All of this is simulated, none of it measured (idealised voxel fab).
Process module name: voxel fin reveal
The figure presents cross-section cut, which has a width of 290 nm and is divided into square cells with an edge length of 5 nm.
When this document writes out a cross-section, it uses a grid of square cells and lists it as bands, beginning at the top and moving down, with a band standing for one or more rows of cells. Top, bottom (nm), then materials left to right with widths (nm); lone material tagged "everywhere" fills the whole band edge to edge; "empty" = empty space. Zero point of the height axis is 0; under it, received wafer = one material. Lowest band: continues down indefinitely, "0 and below". So if you see something like "30 to 40" for the width, read it as the top row of the band sitting at the first number and the bottom row at the second, with every row in between moving by the same amount as the last. "nothing got changed" (step): cross-section cells unchanged, all of them. Under "Trapped void list" you'll find the enclosed gaps, the ones with no way out to the top, that are 8 cells or bigger; each reads width x height at distance, with distance counted from the left edge, everything in nm. Anything after a step's settings on that line? It's the simulator's own note about the step. The line of a step may include "overlay nm". On a step with a mask, this value is how far to the right of its planned place the mask lay. A negative value means the mask lay to the left. Read the rest as pairs. Take the cross-section before one process step, then the cross-section after it, which shows only down to the lowest band that changed. Under the pair, find the step between them and its settings. Bear in mind that pairs may come from different runs of this module on the same starting wafer: link a pair to the pair above it only where its entry headed "Pre-step view" says to.
Pre-step view:
    0 and below  Si everywhere
    Trapped void list: none
after:
    10 down to 0  SiN everywhere
    No changes below 0.
    Trapped void list: none
What sits between those two cross-sections? CONFORMAL_DEP,material SiN,thk nm 10
Pre-step view: identical to the post-step cross-section of the immediately preceding pair.
after:
    25 down to 10  aC everywhere
    No changes below 10.
    Trapped void list: none
What sits between those two cross-sections? DIRECTIONAL_DEP,material aC,thk nm 15
Pre-step view: identical to the post-step cross-section of the immediately preceding pair.
after:
    55 down to 25  empty 85 nm  resist 15 nm  empty 20 nm  resist 15 nm  empty 20 nm  resist 15 nm  empty 20 nm  resist 15 nm  empty 85 nm
    No changes below 25.
    Trapped void list: none
What sits between those two cross-sections? PATTERN,tone cover,mask id FINS,material resist,width nm 15,pitch nm 35,thk nm 30,overlay nm 0
Pre-step view: identical to the post-step cross-section of the immediately preceding pair.
after:
    40 down to 25  empty 85 nm  resist 15 nm  empty 20 nm  resist 15 nm  empty 20 nm  resist 15 nm  empty 20 nm  resist 15 nm  empty 85 nm
    25 down to 10  empty 85 nm  aC 15 nm  empty 20 nm  aC 15 nm  empty 20 nm  aC 15 nm  empty 20 nm  aC 15 nm  empty 85 nm
    No changes below 10.
    Trapped void list: none
What sits between those two cross-sections? DIRECTIONAL_ETCH,etch materials aC,depth nm 15
Pre-step view: identical to the post-step cross-section of the immediately preceding pair.
after:
    25 down to 10  empty 85 nm  aC 15 nm  empty 20 nm  aC 15 nm  empty 20 nm  aC 15 nm  empty 20 nm  aC 15 nm  empty 85 nm
    No changes below 10.
    Trapped void list: none
What sits between those two cross-sections? STRIP,etch materials resist
Pre-step view: identical to the post-step cross-section of the immediately preceding pair.
after:
    25 down to 10  empty 85 nm  aC 15 nm  empty 20 nm  aC 15 nm  empty 20 nm  aC 15 nm  empty 20 nm  aC 15 nm  empty 85 nm
    10 down to 0  empty 85 nm  SiN 15 nm  empty 20 nm  SiN 15 nm  empty 20 nm  SiN 15 nm  empty 20 nm  SiN 15 nm  empty 85 nm
    No changes below 0.
    Trapped void list: none
What sits between those two cross-sections? DIRECTIONAL_ETCH,etch materials SiN,depth nm 10
Pre-step view: identical to the post-step cross-section of the immediately preceding pair.
after:
    25 down to 10  empty 85 nm  aC 15 nm  empty 20 nm  aC 15 nm  empty 20 nm  aC 15 nm  empty 20 nm  aC 15 nm  empty 85 nm
    10 down to 0  empty 85 nm  SiN 15 nm  empty 20 nm  SiN 15 nm  empty 20 nm  SiN 15 nm  empty 20 nm  SiN 15 nm  empty 85 nm
    0 down to -35  empty 85 nm  Si 15 nm  empty 20 nm  Si 15 nm  empty 20 nm  Si 15 nm  empty 20 nm  Si 15 nm  empty 85 nm
    No changes below -35.
    Trapped void list: none
What sits between those two cross-sections? DIRECTIONAL_ETCH,etch materials Si,depth nm 35
Pre-step view: identical to the post-step cross-section of the immediately preceding pair.
after:
    10 down to 0  empty 85 nm  SiN 15 nm  empty 20 nm  SiN 15 nm  empty 20 nm  SiN 15 nm  empty 20 nm  SiN 15 nm  empty 85 nm
    No changes below 0.
    Trapped void list: none
What sits between those two cross-sections? STRIP,etch materials aC
Pre-step view: identical to the post-step cross-section of the immediately preceding pair.
after:
    10 down to 0  empty 85 nm  SiN 15 nm  empty 20 nm  SiN 15 nm  empty 20 nm  SiN 15 nm  empty 20 nm  SiN 15 nm  empty 85 nm
    0 down to -35  empty 85 nm  SiO2 5 nm  Si 5 nm  SiO2 5 nm  empty 20 nm  SiO2 5 nm  Si 5 nm  SiO2 5 nm  empty 20 nm  SiO2 5 nm  Si 5 nm  SiO2 5 nm  empty 20 nm  SiO2 5 nm  Si 5 nm  SiO2 5 nm  empty 85 nm
    -35 down to -40  SiO2 90 nm  Si 5 nm  SiO2 30 nm  Si 5 nm  SiO2 30 nm  Si 5 nm  SiO2 30 nm  Si 5 nm  SiO2 90 nm
    No changes below -40.
    Trapped void list: none
What sits between those two cross-sections? OXIDIZE,depth nm 5
Pre-step view: identical to the post-step cross-section of the immediately preceding pair.
after:
    15 down to 10  SiO2 everywhere
    10 down to 0  SiO2 85 nm  SiN 15 nm  SiO2 20 nm  SiN 15 nm  SiO2 20 nm  SiN 15 nm  SiO2 20 nm  SiN 15 nm  SiO2 85 nm
    0 down to -40  SiO2 90 nm  Si 5 nm  SiO2 30 nm  Si 5 nm  SiO2 30 nm  Si 5 nm  SiO2 30 nm  Si 5 nm  SiO2 90 nm
    No changes below -40.
    Trapped void list: none
What sits between those two cross-sections? FILL_DEP,material SiO2,thk nm 5
Pre-step view: identical to the post-step cross-section of the immediately preceding pair.
after:
    10 down to 0  SiO2 85 nm  SiN 15 nm  SiO2 20 nm  SiN 15 nm  SiO2 20 nm  SiN 15 nm  SiO2 20 nm  SiN 15 nm  SiO2 85 nm
    No changes below 0.
    Trapped void list: none
What sits between those two cross-sections? CMP,height nm 10
Pre-step view: identical to the post-step cross-section of the immediately preceding pair.
after:
    10 down to 0  empty 85 nm  SiN 15 nm  empty 20 nm  SiN 15 nm  empty 20 nm  SiN 15 nm  empty 20 nm  SiN 15 nm  empty 85 nm
    0 down to -25  empty 90 nm  Si 5 nm  empty 30 nm  Si 5 nm  empty 30 nm  Si 5 nm  empty 30 nm  Si 5 nm  empty 90 nm
    No changes below -25.
    Trapped void list: none
What sits between those two cross-sections? SELECTIVE_ETCH,etch materials SiO2,depth nm 35
Pre-step view: identical to the post-step cross-section of the immediately preceding pair.
after:
    0 down to -25  empty 90 nm  Si 5 nm  empty 30 nm  Si 5 nm  empty 30 nm  Si 5 nm  empty 30 nm  Si 5 nm  empty 90 nm
    No changes below -25.
    Trapped void list: none
What sits between those two cross-sections? STRIP,etch materials SiN
Pre-step view: identical to the post-step cross-section of the immediately preceding pair.
after:
    5 down to 0  empty 85 nm  SiO2 15 nm  empty 20 nm  SiO2 15 nm  empty 20 nm  SiO2 15 nm  empty 20 nm  SiO2 15 nm  empty 85 nm
    0 down to -20  empty 85 nm  SiO2 5 nm  Si 5 nm  SiO2 5 nm  empty 20 nm  SiO2 5 nm  Si 5 nm  SiO2 5 nm  empty 20 nm  SiO2 5 nm  Si 5 nm  SiO2 5 nm  empty 20 nm  SiO2 5 nm  Si 5 nm  SiO2 5 nm  empty 85 nm
    -20 down to -40  SiO2 90 nm  Si 5 nm  SiO2 30 nm  Si 5 nm  SiO2 30 nm  Si 5 nm  SiO2 30 nm  Si 5 nm  SiO2 90 nm
    No changes below -40.
    Trapped void list: none
What sits between those two cross-sections? CONFORMAL_DEP,material SiO2,thk nm 5
Pre-step view:
    25 down to 10  empty 85 nm  aC 15 nm  empty 20 nm  aC 15 nm  empty 20 nm  aC 15 nm  empty 20 nm  aC 15 nm  empty 85 nm
    10 down to 0  empty 85 nm  SiN 15 nm  empty 20 nm  SiN 15 nm  empty 20 nm  SiN 15 nm  empty 20 nm  SiN 15 nm  empty 85 nm
    0 down to -35  empty 85 nm  Si 15 nm  empty 20 nm  Si 15 nm  empty 20 nm  Si 15 nm  empty 20 nm  Si 15 nm  empty 85 nm
    -35 and below  Si everywhere
    Trapped void list: none
after:
    25 down to 10  empty 85 nm  aC 15 nm  empty 20 nm  aC 15 nm  empty 20 nm  aC 15 nm  empty 20 nm  aC 15 nm  empty 85 nm
    10 down to 0  empty 85 nm  SiN 15 nm  empty 20 nm  SiN 15 nm  empty 20 nm  SiN 15 nm  empty 20 nm  SiN 15 nm  empty 85 nm
    0 down to -70  empty 85 nm  Si 15 nm  empty 20 nm  Si 15 nm  empty 20 nm  Si 15 nm  empty 20 nm  Si 15 nm  empty 85 nm
    No changes below -70.
    Trapped void list: none
What sits between those two cross-sections? DIRECTIONAL_ETCH,etch materials Si,depth nm 35
Pre-step view: identical to the post-step cross-section of the immediately preceding pair.
after:
    10 down to 0  empty 85 nm  SiN 15 nm  empty 20 nm  SiN 15 nm  empty 20 nm  SiN 15 nm  empty 20 nm  SiN 15 nm  empty 85 nm
    No changes below 0.
    Trapped void list: none
What sits between those two cross-sections? STRIP,etch materials aC
Pre-step view: identical to the post-step cross-section of the immediately preceding pair.
after:
    10 down to 0  empty 85 nm  SiN 15 nm  empty 20 nm  SiN 15 nm  empty 20 nm  SiN 15 nm  empty 20 nm  SiN 15 nm  empty 85 nm
    0 down to -70  empty 85 nm  SiO2 5 nm  Si 5 nm  SiO2 5 nm  empty 20 nm  SiO2 5 nm  Si 5 nm  SiO2 5 nm  empty 20 nm  SiO2 5 nm  Si 5 nm  SiO2 5 nm  empty 20 nm  SiO2 5 nm  Si 5 nm  SiO2 5 nm  empty 85 nm
    -70 down to -75  SiO2 90 nm  Si 5 nm  SiO2 30 nm  Si 5 nm  SiO2 30 nm  Si 5 nm  SiO2 30 nm  Si 5 nm  SiO2 90 nm
    No changes below -75.
    Trapped void list: none
What sits between those two cross-sections? OXIDIZE,depth nm 5
Pre-step view: identical to the post-step cross-section of the immediately preceding pair.
after:
    15 down to 10  SiO2 everywhere
    10 down to 0  SiO2 85 nm  SiN 15 nm  SiO2 20 nm  SiN 15 nm  SiO2 20 nm  SiN 15 nm  SiO2 20 nm  SiN 15 nm  SiO2 85 nm
    0 down to -75  SiO2 90 nm  Si 5 nm  SiO2 30 nm  Si 5 nm  SiO2 30 nm  Si 5 nm  SiO2 30 nm  Si 5 nm  SiO2 90 nm
    No changes below -75.
    Trapped void list: none
What sits between those two cross-sections? FILL_DEP,material SiO2,thk nm 5
Pre-step view: identical to the post-step cross-section of the immediately preceding pair.
after:
    10 down to 0  SiO2 85 nm  SiN 15 nm  SiO2 20 nm  SiN 15 nm  SiO2 20 nm  SiN 15 nm  SiO2 20 nm  SiN 15 nm  SiO2 85 nm
    No changes below 0.
    Trapped void list: none
What sits between those two cross-sections? CMP,height nm 10
Pre-step view: identical to the post-step cross-section of the immediately preceding pair.
after:
    10 down to 0  empty 85 nm  SiN 15 nm  empty 20 nm  SiN 15 nm  empty 20 nm  SiN 15 nm  empty 20 nm  SiN 15 nm  empty 85 nm
    0 down to -25  empty 90 nm  Si 5 nm  empty 30 nm  Si 5 nm  empty 30 nm  Si 5 nm  empty 30 nm  Si 5 nm  empty 90 nm
    No changes below -25.
    Trapped void list: none
What sits between those two cross-sections? SELECTIVE_ETCH,etch materials SiO2,depth nm 35
Pre-step view: identical to the post-step cross-section of the immediately preceding pair.
after:
    0 down to -25  empty 90 nm  Si 5 nm  empty 30 nm  Si 5 nm  empty 30 nm  Si 5 nm  empty 30 nm  Si 5 nm  empty 90 nm
    No changes below -25.
    Trapped void list: none
What sits between those two cross-sections? STRIP,etch materials SiN
Pre-step view: identical to the post-step cross-section of the immediately preceding pair.
after:
    5 down to 0  empty 85 nm  SiO2 15 nm  empty 20 nm  SiO2 15 nm  empty 20 nm  SiO2 15 nm  empty 20 nm  SiO2 15 nm  empty 85 nm
    0 down to -20  empty 85 nm  SiO2 5 nm  Si 5 nm  SiO2 5 nm  empty 20 nm  SiO2 5 nm  Si 5 nm  SiO2 5 nm  empty 20 nm  SiO2 5 nm  Si 5 nm  SiO2 5 nm  empty 20 nm  SiO2 5 nm  Si 5 nm  SiO2 5 nm  empty 85 nm
    -20 down to -75  SiO2 90 nm  Si 5 nm  SiO2 30 nm  Si 5 nm  SiO2 30 nm  Si 5 nm  SiO2 30 nm  Si 5 nm  SiO2 90 nm
    No changes below -75.
    Trapped void list: none
What sits between those two cross-sections? CONFORMAL_DEP,material SiO2,thk nm 5
Pre-step view:
    10 down to 0  SiO2 85 nm  SiN 15 nm  SiO2 20 nm  SiN 15 nm  SiO2 20 nm  SiN 15 nm  SiO2 20 nm  SiN 15 nm  SiO2 85 nm
    0 down to -40  SiO2 90 nm  Si 5 nm  SiO2 30 nm  Si 5 nm  SiO2 30 nm  Si 5 nm  SiO2 30 nm  Si 5 nm  SiO2 90 nm
    -40 and below  Si everywhere
    Trapped void list: none
after:
    10 down to 0  SiO2 85 nm  empty 15 nm  SiO2 20 nm  empty 15 nm  SiO2 20 nm  empty 15 nm  SiO2 20 nm  empty 15 nm  SiO2 85 nm
    No changes below 0.
    Trapped void list: none
What sits between those two cross-sections? STRIP,etch materials SiN
Pre-step view: identical to the post-step cross-section of the immediately preceding pair.
after:
    0 down to -25  empty 90 nm  Si 5 nm  empty 30 nm  Si 5 nm  empty 30 nm  Si 5 nm  empty 30 nm  Si 5 nm  empty 90 nm
    -25 down to -35  SiO2 50 nm  empty 40 nm  Si 5 nm  empty 30 nm  Si 5 nm  empty 30 nm  Si 5 nm  empty 30 nm  Si 5 nm  empty 40 nm  SiO2 50 nm
    No changes below -35.
    Trapped void list: none
What sits between those two cross-sections? SELECTIVE_ETCH,etch materials SiO2,depth nm 35
Pre-step view: identical to the post-step cross-section of the immediately preceding pair.
after:
    5 down to 0  empty 85 nm  SiO2 15 nm  empty 20 nm  SiO2 15 nm  empty 20 nm  SiO2 15 nm  empty 20 nm  SiO2 15 nm  empty 85 nm
    0 down to -20  empty 85 nm  SiO2 5 nm  Si 5 nm  SiO2 5 nm  empty 20 nm  SiO2 5 nm  Si 5 nm  SiO2 5 nm  empty 20 nm  SiO2 5 nm  Si 5 nm  SiO2 5 nm  empty 20 nm  SiO2 5 nm  Si 5 nm  SiO2 5 nm  empty 85 nm
    -20 down to -30  SiO2 55 nm  empty 30 nm  SiO2 5 nm  Si 5 nm  SiO2 5 nm  empty 20 nm  SiO2 5 nm  Si 5 nm  SiO2 5 nm  empty 20 nm  SiO2 5 nm  Si 5 nm  SiO2 5 nm  empty 20 nm  SiO2 5 nm  Si 5 nm  SiO2 5 nm  empty 30 nm  SiO2 55 nm
    -30 down to -40  SiO2 90 nm  Si 5 nm  SiO2 30 nm  Si 5 nm  SiO2 30 nm  Si 5 nm  SiO2 30 nm  Si 5 nm  SiO2 90 nm
    No changes below -40.
    Trapped void list: none
What sits between those two cross-sections? CONFORMAL_DEP,material SiO2,thk nm 5
Pre-step view:
    25 down to 10  empty 85 nm  aC 15 nm  empty 20 nm  aC 15 nm  empty 20 nm  aC 15 nm  empty 20 nm  aC 15 nm  empty 85 nm
    10 down to 0  empty 85 nm  SiN 15 nm  empty 20 nm  SiN 15 nm  empty 20 nm  SiN 15 nm  empty 20 nm  SiN 15 nm  empty 85 nm
    0 and below  Si everywhere
    Trapped void list: none
after:
    25 down to 10  empty 85 nm  aC 15 nm  empty 20 nm  aC 15 nm  empty 20 nm  aC 15 nm  empty 20 nm  aC 15 nm  empty 85 nm
    10 down to 0  empty 85 nm  SiN 15 nm  empty 20 nm  SiN 15 nm  empty 20 nm  SiN 15 nm  empty 20 nm  SiN 15 nm  empty 85 nm
    0 down to -45  empty 85 nm  Si 15 nm  empty 20 nm  Si 15 nm  empty 20 nm  Si 15 nm  empty 20 nm  Si 15 nm  empty 85 nm
    No changes below -45.
    Trapped void list: none
What sits between those two cross-sections? DIRECTIONAL_ETCH,etch materials Si,depth nm 45
Pre-step view: identical to the post-step cross-section of the immediately preceding pair.
after:
    10 down to 0  empty 85 nm  SiN 15 nm  empty 20 nm  SiN 15 nm  empty 20 nm  SiN 15 nm  empty 20 nm  SiN 15 nm  empty 85 nm
    No changes below 0.
    Trapped void list: none
What sits between those two cross-sections? STRIP,etch materials aC
Pre-step view: identical to the post-step cross-section of the immediately preceding pair.
after:
    10 down to 0  empty 85 nm  SiN 15 nm  empty 20 nm  SiN 15 nm  empty 20 nm  SiN 15 nm  empty 20 nm  SiN 15 nm  empty 85 nm
    0 down to -45  empty 85 nm  SiO2 5 nm  Si 5 nm  SiO2 5 nm  empty 20 nm  SiO2 5 nm  Si 5 nm  SiO2 5 nm  empty 20 nm  SiO2 5 nm  Si 5 nm  SiO2 5 nm  empty 20 nm  SiO2 5 nm  Si 5 nm  SiO2 5 nm  empty 85 nm
    -45 down to -50  SiO2 90 nm  Si 5 nm  SiO2 30 nm  Si 5 nm  SiO2 30 nm  Si 5 nm  SiO2 30 nm  Si 5 nm  SiO2 90 nm
    No changes below -50.
    Trapped void list: none
What sits between those two cross-sections? OXIDIZE,depth nm 5
Pre-step view: identical to the post-step cross-section of the immediately preceding pair.
after:
    15 down to 10  SiO2 everywhere
    10 down to 0  SiO2 85 nm  SiN 15 nm  SiO2 20 nm  SiN 15 nm  SiO2 20 nm  SiN 15 nm  SiO2 20 nm  SiN 15 nm  SiO2 85 nm
    0 down to -50  SiO2 90 nm  Si 5 nm  SiO2 30 nm  Si 5 nm  SiO2 30 nm  Si 5 nm  SiO2 30 nm  Si 5 nm  SiO2 90 nm
    No changes below -50.
    Trapped void list: none
What sits between those two cross-sections? FILL_DEP,material SiO2,thk nm 5
Pre-step view: identical to the post-step cross-section of the immediately preceding pair.
after:
    10 down to 0  SiO2 85 nm  SiN 15 nm  SiO2 20 nm  SiN 15 nm  SiO2 20 nm  SiN 15 nm  SiO2 20 nm  SiN 15 nm  SiO2 85 nm
    No changes below 0.
    Trapped void list: none
What sits between those two cross-sections? CMP,height nm 10
Pre-step view: identical to the post-step cross-section of the immediately preceding pair.
after:
    10 down to 0  empty 85 nm  SiN 15 nm  empty 20 nm  SiN 15 nm  empty 20 nm  SiN 15 nm  empty 20 nm  SiN 15 nm  empty 85 nm
    0 down to -25  empty 90 nm  Si 5 nm  empty 30 nm  Si 5 nm  empty 30 nm  Si 5 nm  empty 30 nm  Si 5 nm  empty 90 nm
    No changes below -25.
    Trapped void list: none
What sits between those two cross-sections? SELECTIVE_ETCH,etch materials SiO2,depth nm 35
Pre-step view: identical to the post-step cross-section of the immediately preceding pair.
after:
    0 down to -25  empty 90 nm  Si 5 nm  empty 30 nm  Si 5 nm  empty 30 nm  Si 5 nm  empty 30 nm  Si 5 nm  empty 90 nm
    No changes below -25.
    Trapped void list: none
What sits between those two cross-sections? STRIP,etch materials SiN
Pre-step view: identical to the post-step cross-section of the immediately preceding pair.
after:
    5 down to 0  empty 85 nm  SiO2 15 nm  empty 20 nm  SiO2 15 nm  empty 20 nm  SiO2 15 nm  empty 20 nm  SiO2 15 nm  empty 85 nm
    0 down to -20  empty 85 nm  SiO2 5 nm  Si 5 nm  SiO2 5 nm  empty 20 nm  SiO2 5 nm  Si 5 nm  SiO2 5 nm  empty 20 nm  SiO2 5 nm  Si 5 nm  SiO2 5 nm  empty 20 nm  SiO2 5 nm  Si 5 nm  SiO2 5 nm  empty 85 nm
    -20 down to -50  SiO2 90 nm  Si 5 nm  SiO2 30 nm  Si 5 nm  SiO2 30 nm  Si 5 nm  SiO2 30 nm  Si 5 nm  SiO2 90 nm
    No changes below -50.
    Trapped void list: none
What sits between those two cross-sections? CONFORMAL_DEP,material SiO2,thk nm 5
Pre-step view:
    25 down to 10  aC everywhere
    10 down to 0  SiN everywhere
    0 and below  Si everywhere
    Trapped void list: none
after:
    55 down to 25  empty 85 nm  resist 20 nm  empty 15 nm  resist 20 nm  empty 15 nm  resist 20 nm  empty 15 nm  resist 20 nm  empty 80 nm
    No changes below 25.
    Trapped void list: none
What sits between those two cross-sections? PATTERN,tone cover,mask id FINS,material resist,width nm 20,pitch nm 35,thk nm 30,overlay nm 0
Pre-step view: identical to the post-step cross-section of the immediately preceding pair.
after:
    40 down to 25  empty 85 nm  resist 20 nm  empty 15 nm  resist 20 nm  empty 15 nm  resist 20 nm  empty 15 nm  resist 20 nm  empty 80 nm
    25 down to 10  empty 85 nm  aC 20 nm  empty 15 nm  aC 20 nm  empty 15 nm  aC 20 nm  empty 15 nm  aC 20 nm  empty 80 nm
    No changes below 10.
    Trapped void list: none
What sits between those two cross-sections? DIRECTIONAL_ETCH,etch materials aC,depth nm 15
Pre-step view: identical to the post-step cross-section of the immediately preceding pair.
after:
    25 down to 10  empty 85 nm  aC 20 nm  empty 15 nm  aC 20 nm  empty 15 nm  aC 20 nm  empty 15 nm  aC 20 nm  empty 80 nm
    No changes below 10.
    Trapped void list: none
What sits between those two cross-sections? STRIP,etch materials resist
Pre-step view: identical to the post-step cross-section of the immediately preceding pair.
after:
    25 down to 10  empty 85 nm  aC 20 nm  empty 15 nm  aC 20 nm  empty 15 nm  aC 20 nm  empty 15 nm  aC 20 nm  empty 80 nm
    10 down to 0  empty 85 nm  SiN 20 nm  empty 15 nm  SiN 20 nm  empty 15 nm  SiN 20 nm  empty 15 nm  SiN 20 nm  empty 80 nm
    No changes below 0.
    Trapped void list: none
What sits between those two cross-sections? DIRECTIONAL_ETCH,etch materials SiN,depth nm 10
Pre-step view: identical to the post-step cross-section of the immediately preceding pair.
after:
    25 down to 10  empty 85 nm  aC 20 nm  empty 15 nm  aC 20 nm  empty 15 nm  aC 20 nm  empty 15 nm  aC 20 nm  empty 80 nm
    10 down to 0  empty 85 nm  SiN 20 nm  empty 15 nm  SiN 20 nm  empty 15 nm  SiN 20 nm  empty 15 nm  SiN 20 nm  empty 80 nm
    0 down to -35  empty 85 nm  Si 20 nm  empty 15 nm  Si 20 nm  empty 15 nm  Si 20 nm  empty 15 nm  Si 20 nm  empty 80 nm
    No changes below -35.
    Trapped void list: none
What sits between those two cross-sections? DIRECTIONAL_ETCH,etch materials Si,depth nm 35
Pre-step view: identical to the post-step cross-section of the immediately preceding pair.
after:
    10 down to 0  empty 85 nm  SiN 20 nm  empty 15 nm  SiN 20 nm  empty 15 nm  SiN 20 nm  empty 15 nm  SiN 20 nm  empty 80 nm
    No changes below 0.
    Trapped void list: none
What sits between those two cross-sections? STRIP,etch materials aC
Pre-step view: identical to the post-step cross-section of the immediately preceding pair.
after:
    10 down to 0  empty 85 nm  SiN 20 nm  empty 15 nm  SiN 20 nm  empty 15 nm  SiN 20 nm  empty 15 nm  SiN 20 nm  empty 80 nm
    0 down to -35  empty 85 nm  SiO2 5 nm  Si 10 nm  SiO2 5 nm  empty 15 nm  SiO2 5 nm  Si 10 nm  SiO2 5 nm  empty 15 nm  SiO2 5 nm  Si 10 nm  SiO2 5 nm  empty 15 nm  SiO2 5 nm  Si 10 nm  SiO2 5 nm  empty 80 nm
    -35 down to -40  SiO2 90 nm  Si 10 nm  SiO2 25 nm  Si 10 nm  SiO2 25 nm  Si 10 nm  SiO2 25 nm  Si 10 nm  SiO2 85 nm
    No changes below -40.
    Trapped void list: none
What sits between those two cross-sections? OXIDIZE,depth nm 5
Pre-step view: identical to the post-step cross-section of the immediately preceding pair.
after:
    15 down to 10  SiO2 everywhere
    10 down to 0  SiO2 85 nm  SiN 20 nm  SiO2 15 nm  SiN 20 nm  SiO2 15 nm  SiN 20 nm  SiO2 15 nm  SiN 20 nm  SiO2 80 nm
    0 down to -40  SiO2 90 nm  Si 10 nm  SiO2 25 nm  Si 10 nm  SiO2 25 nm  Si 10 nm  SiO2 25 nm  Si 10 nm  SiO2 85 nm
    No changes below -40.
    Trapped void list: none
What sits between those two cross-sections? FILL_DEP,material SiO2,thk nm 5
Pre-step view: identical to the post-step cross-section of the immediately preceding pair.
after:
    10 down to 0  SiO2 85 nm  SiN 20 nm  SiO2 15 nm  SiN 20 nm  SiO2 15 nm  SiN 20 nm  SiO2 15 nm  SiN 20 nm  SiO2 80 nm
    No changes below 0.
    Trapped void list: none
What sits between those two cross-sections? CMP,height nm 10
Pre-step view: identical to the post-step cross-section of the immediately preceding pair.
after:
    10 down to 0  empty 85 nm  SiN 20 nm  empty 15 nm  SiN 20 nm  empty 15 nm  SiN 20 nm  empty 15 nm  SiN 20 nm  empty 80 nm
    0 down to -25  empty 90 nm  Si 10 nm  empty 25 nm  Si 10 nm  empty 25 nm  Si 10 nm  empty 25 nm  Si 10 nm  empty 85 nm
    No changes below -25.
    Trapped void list: none
What sits between those two cross-sections? SELECTIVE_ETCH,etch materials SiO2,depth nm 35
Pre-step view: identical to the post-step cross-section of the immediately preceding pair.
after:
    0 down to -25  empty 90 nm  Si 10 nm  empty 25 nm  Si 10 nm  empty 25 nm  Si 10 nm  empty 25 nm  Si 10 nm  empty 85 nm
    No changes below -25.
    Trapped void list: none
What sits between those two cross-sections? STRIP,etch materials SiN
Pre-step view: identical to the post-step cross-section of the immediately preceding pair.
after:
    5 down to 0  empty 85 nm  SiO2 20 nm  empty 15 nm  SiO2 20 nm  empty 15 nm  SiO2 20 nm  empty 15 nm  SiO2 20 nm  empty 80 nm
    0 down to -20  empty 85 nm  SiO2 5 nm  Si 10 nm  SiO2 5 nm  empty 15 nm  SiO2 5 nm  Si 10 nm  SiO2 5 nm  empty 15 nm  SiO2 5 nm  Si 10 nm  SiO2 5 nm  empty 15 nm  SiO2 5 nm  Si 10 nm  SiO2 5 nm  empty 80 nm
    -20 down to -40  SiO2 90 nm  Si 10 nm  SiO2 25 nm  Si 10 nm  SiO2 25 nm  Si 10 nm  SiO2 25 nm  Si 10 nm  SiO2 85 nm
    No changes below -40.
    Trapped void list: none
What sits between those two cross-sections? CONFORMAL_DEP,material SiO2,thk nm 5
Pre-step view:
    25 down to 10  aC everywhere
    10 down to 0  SiN everywhere
    0 and below  Si everywhere
    Trapped void list: none
after:
    55 down to 25  empty 90 nm  resist 15 nm  empty 20 nm  resist 15 nm  empty 20 nm  resist 15 nm  empty 20 nm  resist 15 nm  empty 80 nm
    No changes below 25.
    Trapped void list: none
What sits between those two cross-sections? PATTERN,tone cover,mask id FINS,material resist,width nm 15,pitch nm 35,thk nm 30,overlay nm 5
Pre-step view: identical to the post-step cross-section of the immediately preceding pair.
after:
    40 down to 25  empty 90 nm  resist 15 nm  empty 20 nm  resist 15 nm  empty 20 nm  resist 15 nm  empty 20 nm  resist 15 nm  empty 80 nm
    25 down to 10  empty 90 nm  aC 15 nm  empty 20 nm  aC 15 nm  empty 20 nm  aC 15 nm  empty 20 nm  aC 15 nm  empty 80 nm
    No changes below 10.
    Trapped void list: none
What sits between those two cross-sections? DIRECTIONAL_ETCH,etch materials aC,depth nm 15
Pre-step view: identical to the post-step cross-section of the immediately preceding pair.
after:
    25 down to 10  empty 90 nm  aC 15 nm  empty 20 nm  aC 15 nm  empty 20 nm  aC 15 nm  empty 20 nm  aC 15 nm  empty 80 nm
    No changes below 10.
    Trapped void list: none
What sits between those two cross-sections? STRIP,etch materials resist
Pre-step view: identical to the post-step cross-section of the immediately preceding pair.
after:
    25 down to 10  empty 90 nm  aC 15 nm  empty 20 nm  aC 15 nm  empty 20 nm  aC 15 nm  empty 20 nm  aC 15 nm  empty 80 nm
    10 down to 0  empty 90 nm  SiN 15 nm  empty 20 nm  SiN 15 nm  empty 20 nm  SiN 15 nm  empty 20 nm  SiN 15 nm  empty 80 nm
    No changes below 0.
    Trapped void list: none
What sits between those two cross-sections? DIRECTIONAL_ETCH,etch materials SiN,depth nm 10
Pre-step view: identical to the post-step cross-section of the immediately preceding pair.
after:
    25 down to 10  empty 90 nm  aC 15 nm  empty 20 nm  aC 15 nm  empty 20 nm  aC 15 nm  empty 20 nm  aC 15 nm  empty 80 nm
    10 down to 0  empty 90 nm  SiN 15 nm  empty 20 nm  SiN 15 nm  empty 20 nm  SiN 15 nm  empty 20 nm  SiN 15 nm  empty 80 nm
    0 down to -35  empty 90 nm  Si 15 nm  empty 20 nm  Si 15 nm  empty 20 nm  Si 15 nm  empty 20 nm  Si 15 nm  empty 80 nm
    No changes below -35.
    Trapped void list: none
What sits between those two cross-sections? DIRECTIONAL_ETCH,etch materials Si,depth nm 35
Pre-step view: identical to the post-step cross-section of the immediately preceding pair.
after:
    10 down to 0  empty 90 nm  SiN 15 nm  empty 20 nm  SiN 15 nm  empty 20 nm  SiN 15 nm  empty 20 nm  SiN 15 nm  empty 80 nm
    No changes below 0.
    Trapped void list: none
What sits between those two cross-sections? STRIP,etch materials aC
Pre-step view: identical to the post-step cross-section of the immediately preceding pair.
after:
    10 down to 0  empty 90 nm  SiN 15 nm  empty 20 nm  SiN 15 nm  empty 20 nm  SiN 15 nm  empty 20 nm  SiN 15 nm  empty 80 nm
    0 down to -35  empty 90 nm  SiO2 5 nm  Si 5 nm  SiO2 5 nm  empty 20 nm  SiO2 5 nm  Si 5 nm  SiO2 5 nm  empty 20 nm  SiO2 5 nm  Si 5 nm  SiO2 5 nm  empty 20 nm  SiO2 5 nm  Si 5 nm  SiO2 5 nm  empty 80 nm
    -35 down to -40  SiO2 95 nm  Si 5 nm  SiO2 30 nm  Si 5 nm  SiO2 30 nm  Si 5 nm  SiO2 30 nm  Si 5 nm  SiO2 85 nm
    No changes below -40.
    Trapped void list: none
What sits between those two cross-sections? OXIDIZE,depth nm 5
Pre-step view: identical to the post-step cross-section of the immediately preceding pair.
after:
    15 down to 10  SiO2 everywhere
    10 down to 0  SiO2 90 nm  SiN 15 nm  SiO2 20 nm  SiN 15 nm  SiO2 20 nm  SiN 15 nm  SiO2 20 nm  SiN 15 nm  SiO2 80 nm
    0 down to -40  SiO2 95 nm  Si 5 nm  SiO2 30 nm  Si 5 nm  SiO2 30 nm  Si 5 nm  SiO2 30 nm  Si 5 nm  SiO2 85 nm
    No changes below -40.
    Trapped void list: none
What sits between those two cross-sections? FILL_DEP,material SiO2,thk nm 5
Pre-step view: identical to the post-step cross-section of the immediately preceding pair.
after:
    10 down to 0  SiO2 90 nm  SiN 15 nm  SiO2 20 nm  SiN 15 nm  SiO2 20 nm  SiN 15 nm  SiO2 20 nm  SiN 15 nm  SiO2 80 nm
    No changes below 0.
    Trapped void list: none
What sits between those two cross-sections? CMP,height nm 10
